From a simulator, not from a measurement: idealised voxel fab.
Module name: voxel self aligned vias (process module)
This is section cut - it's 220 nm across, gridded in 5 nm square cells.
Notation: cross-section as square-cell grid; stated in bands, top first, going down; one or more cell rows per band. Band entry format. Leading values: height of top, height of bottom, nm. Remainder: materials in left-to-right order, each with its width in nm. Special words: "everywhere" on a single material, which then fills the band edge to edge; "air", empty space. Where do heights start? At 0: under that level the wafer as delivered is made of one material only. And the lowest band has no floor; it just carries on downward, as in "0..down". Think of "30..40" as a width that walks from the first number to the second as you go down the band, top row to bottom row, taking equal-sized steps from row to row. For the purposes of this document, the phrase "nothing different" attached to a step denotes that no cell within the cross-section was modified by that step. Enclosed voids (no open way to top), threshold 8 cells or more, entry "Enclosed voids", notation width x height at distance, distance from left edge, nm. Read whatever lies past the settings on a step's line as the simulator's own remark about the step. overlay nm, on a step with a mask: how far to the right of its planned place the mask lay; to the left if negative.
-- Process steps (planned)
1,RECEIVE | material Si
2,CONFORMAL_DEP | material SiO2 | thk nm 10
3,CONFORMAL_DEP | material SiCN | thk nm 5
4,DIRECTIONAL_DEP | material SiO2 | thk nm 20
5,MASKED_ETCH | tone open | mask id LINES | width nm 20 | pitch nm 65 | etch materials SiO2 | depth nm 20 | overlay nm -15
6,CONFORMAL_DEP | material TiN | thk nm 5
7,FILL_DEP | material Ru | thk nm 5
8,CMP | height nm 35
9,SELECTIVE_ETCH | etch materials W Ru TiN | depth nm 5
10,FILL_DEP | material SiN | thk nm 5
11,CMP | height nm 35
12,DIRECTIONAL_DEP | material SiO2 | thk nm 20
13,DIRECTIONAL_DEP | material aC | thk nm 15
14,PATTERN | tone open | mask id VIAS | material resist | width nm 40 | pitch nm 130 | thk nm 35 | overlay nm 0
15,DIRECTIONAL_ETCH | etch materials aC | depth nm 15
16,STRIP | etch materials resist
17,DIRECTIONAL_ETCH | etch materials SiO2 | depth nm 20
18,DIRECTIONAL_ETCH | etch materials SiN | depth nm 5
19,STRIP | etch materials aC
20,CONFORMAL_DEP | material TiN | thk nm 5
21,FILL_DEP | material Ru | thk nm 5
22,CMP | height nm 55
23,CONFORMAL_DEP | material SiN | thk nm 5
Among the wafers covered here, the point of difference is the overlay nm at step 5; their starting state is shared, and the plan presents the value of the first wafer.
-- Incoming state of the first of several wafers in cross-section: after step 1
* 0..down: Si everywhere
* Enclosed voids: none
-- For your reference, the table is organized with a row per wafer; each row reflects the wafer at the end of the module, indicating for each material the cells gained (+) or lost (-) since receipt, and thereafter its closed voids
overlay nm -15; +50 Ru; +44 SiCN; +50 SiN; +328 SiO2; +56 TiN; Enclosed voids: none
overlay nm -10; +52 Ru; +44 SiCN; +48 SiN; +328 SiO2; +56 TiN; Enclosed voids: none
overlay nm -5; +52 Ru; +44 SiCN; +48 SiN; +328 SiO2; +56 TiN; Enclosed voids: none
overlay nm 0; +52 Ru; +44 SiCN; +48 SiN; +328 SiO2; +56 TiN; Enclosed voids: none
overlay nm 5; +52 Ru; +44 SiCN; +48 SiN; +328 SiO2; +56 TiN; Enclosed voids: none
overlay nm 10; +52 Ru; +44 SiCN; +48 SiN; +328 SiO2; +56 TiN; Enclosed voids: none
overlay nm 15; +50 Ru; +44 SiCN; +50 SiN; +328 SiO2; +56 TiN; Enclosed voids: none
